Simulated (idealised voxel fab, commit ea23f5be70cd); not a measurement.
Process module, titled voxel plated lines
It is cross-section cut that appears here, measuring 230 nm in width, its square cells being 5 nm in size.
Think of the cross-section as a grid of square cells. We describe it in bands, top to bottom, and each band covers one or more rows of those cells. Quick guide to a band line: top height, bottom height (nm) up front; then every material left to right with its width in nm. Only one material and it's marked "throughout"? Then it fills the band edge to edge. And "empty" just means empty space. Beneath 0, the wafer as received is one material, and that level is where height counting begins. The lowest band goes on downward without a bottom; it is written like "0..down". Width "30->40": first value at the band's top row of cells, second value at its bottom row, equal change from row to row. It should be understood that the words "nothing got changed", when stated for a given step, signify that the cross-section underwent no change in any of its cells during that step. In the "Internal closed voids" entry, you get each enclosed empty space of 8 cells or more, one with no open way to the top, written width x height at distance, distance from the left edge, in nm. Post-settings text on a step line: simulator's own remark regarding the step. A step's line can hold "overlay nm"; with a mask on that step, the setting says how far right of the planned place the mask lay, while a negative setting says it lay to the left.

These are the steps we planned for the process
1: RECEIVE [material Si]
2: CONFORMAL_DEP [material Al2O3] [thk nm 5]
3: DIRECTIONAL_DEP [material TiN] [thk nm 5]
4: PATTERN [tone open] [mask id LINES] [material resist] [width nm 20] [pitch nm 50] [thk nm 25] [overlay nm 0]
5: EPI [material Ru] [thk nm 5]
6: EPI [material Ru] [thk nm 10]
7: STRIP [etch materials resist]
8: DIRECTIONAL_ETCH [etch materials TiN] [depth nm 5]
9: CONFORMAL_DEP [material SiN] [thk nm 5]

Of two wafers, the first: run according to plan

Shown in cross-section is the wafer as received, that is, as it stands after step 1
> 0..down: Si throughout
> Internal closed voids: none

Wafer section view after processing step 2
> 5..0: Al2O3 throughout
> Lower than 0, everything is as it was.

Wafer section view after processing step 3
> 10..5: TiN throughout
> Lower than 5, everything is as it was.

Wafer section view after processing step 4
> 35..10: 55 nm resist / 20 nm empty / 30 nm resist / 20 nm empty / 30 nm resist / 20 nm empty / 55 nm resist
> Lower than 10, everything is as it was.

Wafer section view after processing step 5
> 35..15: 55 nm resist / 20 nm empty / 30 nm resist / 20 nm empty / 30 nm resist / 20 nm empty / 55 nm resist
> 15..10: 55 nm resist / 20 nm Ru / 30 nm resist / 20 nm Ru / 30 nm resist / 20 nm Ru / 55 nm resist
> Lower than 10, everything is as it was.

Wafer section view after processing step 6
> 35..25: 55 nm resist / 20 nm empty / 30 nm resist / 20 nm empty / 30 nm resist / 20 nm empty / 55 nm resist
> 25..10: 55 nm resist / 20 nm Ru / 30 nm resist / 20 nm Ru / 30 nm resist / 20 nm Ru / 55 nm resist
> Lower than 10, everything is as it was.

Wafer section view after processing step 7
> 25..10: 55 nm empty / 20 nm Ru / 30 nm empty / 20 nm Ru / 30 nm empty / 20 nm Ru / 55 nm empty
> Lower than 10, everything is as it was.

Wafer section view after processing step 8
> 25..10: 55 nm empty / 20 nm Ru / 30 nm empty / 20 nm Ru / 30 nm empty / 20 nm Ru / 55 nm empty
> 10..5: 55 nm empty / 20 nm TiN / 30 nm empty / 20 nm TiN / 30 nm empty / 20 nm TiN / 55 nm empty
> Lower than 5, everything is as it was.

Wafer section view after processing step 9
> 30..25: 50 nm empty / 30 nm SiN / 20 nm empty / 30 nm SiN / 20 nm empty / 30 nm SiN / 50 nm empty
> 25..10: 50 nm empty / 5 nm SiN / 20 nm Ru / 5 nm SiN / 20 nm empty / 5 nm SiN / 20 nm Ru / 5 nm SiN / 20 nm empty / 5 nm SiN / 20 nm Ru / 5 nm SiN / 50 nm empty
> 10..5: 55 nm SiN / 20 nm TiN / 30 nm SiN / 20 nm TiN / 30 nm SiN / 20 nm TiN / 55 nm SiN
> Lower than 5, everything is as it was.

second wafer: like start, like plan, one mistake. Through step 3 it matches the first wafer

Second wafer cross-section, taken as of the time the plan sets for step 4 to be done: nothing got changed

Second wafer cross-section, taken as of the time the plan sets for step 5 to be done
> 15..10: Ru throughout
> Lower than 10, everything is as it was.

Second wafer cross-section, taken as of the time the plan sets for step 6 to be done
> 25..10: Ru throughout
> Lower than 10, everything is as it was.

Second wafer cross-section, taken as of the time the plan sets for step 7 to be done: nothing got changed

Second wafer cross-section, taken as of the time the plan sets for step 8 to be done: nothing got changed

Second wafer cross-section, taken as of the time the plan sets for step 9 to be done
> 30..25: SiN throughout
> Lower than 25, everything is as it was.
In executing the process, a mistake was made relative to the plan: step 4 of the plan never got run, it was skipped over
Looking at both finished wafers in cells, the second ends up ahead of or behind the first on some materials: +102 Ru; -24 SiN; +34 TiN
